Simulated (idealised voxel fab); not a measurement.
The process module that follows is named voxel transistor to metal.
Each square cell in cross-section cut measures 5 nm, and the section as a whole is 185 nm wide.
A cross-section is a grid of square cells, given in bands from the top down. A band is one or more rows of cells.
Band entry format. Leading values: height of top, height of bottom, nm. Remainder: materials in left-to-right order, each with its width in nm. Special words: "throughout" on a single material, which then fills the band edge to edge; "blank", empty space.
Zero point of the height axis is 0; under it, received wafer = one material. Lowest band: continues down indefinitely, "0 -> down".
The notation "30->40" denotes a width that varies across the rows of cells in the band, beginning at the first number in the top row, finishing at the second number in the bottom row, and changing by an identical amount from each row to the next.
Any step labelled "nothing was modified" changed none of the cells in the cross-section.
Enclosed voids (no open way to top), threshold 8 cells or more, entry "Enclosed void listing", notation width x height at distance, distance from left edge, nm.
Heads up: the bit after the settings on a step's line is the simulator's remark on that step.
overlay nm: how far to the right of its planned place the mask lay on this masked step (negative: to the left).
The planned process steps are enumerated hereunder:
1,RECEIVE | material Si
2,OXIDIZE | depth nm 5
3,CONFORMAL_DEP | material SiN | thk nm 10
4,MASKED_ETCH | tone cover | mask id ACTIVE | width nm 100 | etch materials SiN | depth nm 10 | overlay nm 0
5,MASKED_ETCH | tone cover | mask id ACTIVE | width nm 100 | etch materials SiO2 | depth nm 5 | overlay nm 0
6,MASKED_ETCH | tone cover | mask id ACTIVE | width nm 100 | etch materials Si | depth nm 20 | overlay nm 0
7,OXIDIZE | depth nm 5
8,FILL_DEP | material SiO2 | thk nm 10
9,CMP | height nm 10
10,SELECTIVE_ETCH | etch materials SiO2 | depth nm 10
11,STRIP | etch materials SiN
12,SELECTIVE_ETCH | etch materials SiO2 | depth nm 5
13,OXIDIZE | depth nm 5
14,DIRECTIONAL_DEP | material polySi | thk nm 25
15,DIRECTIONAL_DEP | material SiCN | thk nm 15
16,PATTERN | tone cover | mask id GATE | material resist | width nm 20 | thk nm 20 | overlay nm 0
17,DIRECTIONAL_ETCH | etch materials SiCN | depth nm 25
18,DIRECTIONAL_ETCH | etch materials polySi | depth nm 35
19,STRIP | etch materials resist
20,CONFORMAL_DEP | material SiN | thk nm 5
21,DIRECTIONAL_ETCH | etch materials SiN | depth nm 5
22,DIRECTIONAL_ETCH | etch materials SiO2 | depth nm 5
23,DIRECTIONAL_ETCH | etch materials Si | depth nm 10
24,EPI | material nSi | thk nm 15
25,FILL_DEP | material SiO2 | thk nm 10
26,CMP | height nm 35
27,DIRECTIONAL_DEP | material SiO2 | thk nm 15
28,DIRECTIONAL_DEP | material aC | thk nm 10
29,PATTERN | tone open | mask id CONTACT | material resist | width nm 15 | pitch nm 75 | thk nm 25 | overlay nm 0
30,DIRECTIONAL_ETCH | etch materials aC | depth nm 10
31,STRIP | etch materials resist
32,DIRECTIONAL_ETCH | etch materials SiO2 | depth nm 55
33,STRIP | etch materials aC
34,CONFORMAL_DEP | material TiN | thk nm 5
35,FILL_DEP | material W | thk nm 10
36,CMP | height nm 50
37,CONFORMAL_DEP | material SiCN | thk nm 5
38,DIRECTIONAL_DEP | material lowk | thk nm 25
39,PATTERN | tone open | mask id METAL_1 | material resist | width nm 15 | pitch nm 75 | thk nm 20 | overlay nm 0
40,DIRECTIONAL_ETCH | etch materials lowk | depth nm 25
41,DIRECTIONAL_ETCH | etch materials SiCN | depth nm 5
42,STRIP | etch materials resist
43,CONFORMAL_DEP | material TiN | thk nm 5
44,FILL_DEP | material Ru | thk nm 5
45,CMP | height nm 80
46,CONFORMAL_DEP | material SiN | thk nm 5
So this is the incoming wafer in cross-section - it's already been through step 1:
> 0 -> down  Si throughout
> Enclosed void listing: none
Wafer at module end, in section. Began as above, planned as above, run with one mistake:
> 85 -> 80  SiN throughout
> 80 -> 55  lowk=45, TiN=5, Ru=5, TiN=5, lowk=60, TiN=5, Ru=5, TiN=5, lowk=50
> 55 -> 50  SiCN=45, TiN=15, SiCN=60, TiN=15, SiCN=50
> 50 -> 35  SiO2=45, TiN=5, W=5, TiN=5, SiO2=60, TiN=5, W=5, TiN=5, SiO2=50
> 35 -> 20  SiO2=45, TiN=5, W=5, TiN=5, SiO2=15, SiN=5, SiCN=20, SiN=5, SiO2=15, TiN=5, W=5, TiN=5, SiO2=50
> 20 -> 5  SiO2=45, TiN=5, W=5, TiN=5, SiO2=15, SiN=5, polySi=20, SiN=5, SiO2=15, TiN=5, W=5, TiN=5, SiO2=50
> 5 -> 0  SiO2=45, TiN=5, W=5, TiN=5, nSi=15, SiN=5, polySi=20, SiN=5, nSi=15, TiN=5, W=5, TiN=5, SiO2=50
> 0 -> -5  SiO2=45, TiN=15, nSi=15, SiN=5, polySi=20, SiN=5, nSi=15, TiN=15, SiO2=50
> -5 -> -10  SiO2=40, nSi=35, SiO2=30, nSi=35, SiO2=45
> -10 -> -20  SiO2=45, nSi=30, Si=30, nSi=30, SiO2=50
> -20 -> -50  SiO2=45, Si=90, SiO2=50
> -50 -> down  Si throughout
> Enclosed void listing: none
Processing error: step 6 of the plan was twice carried out
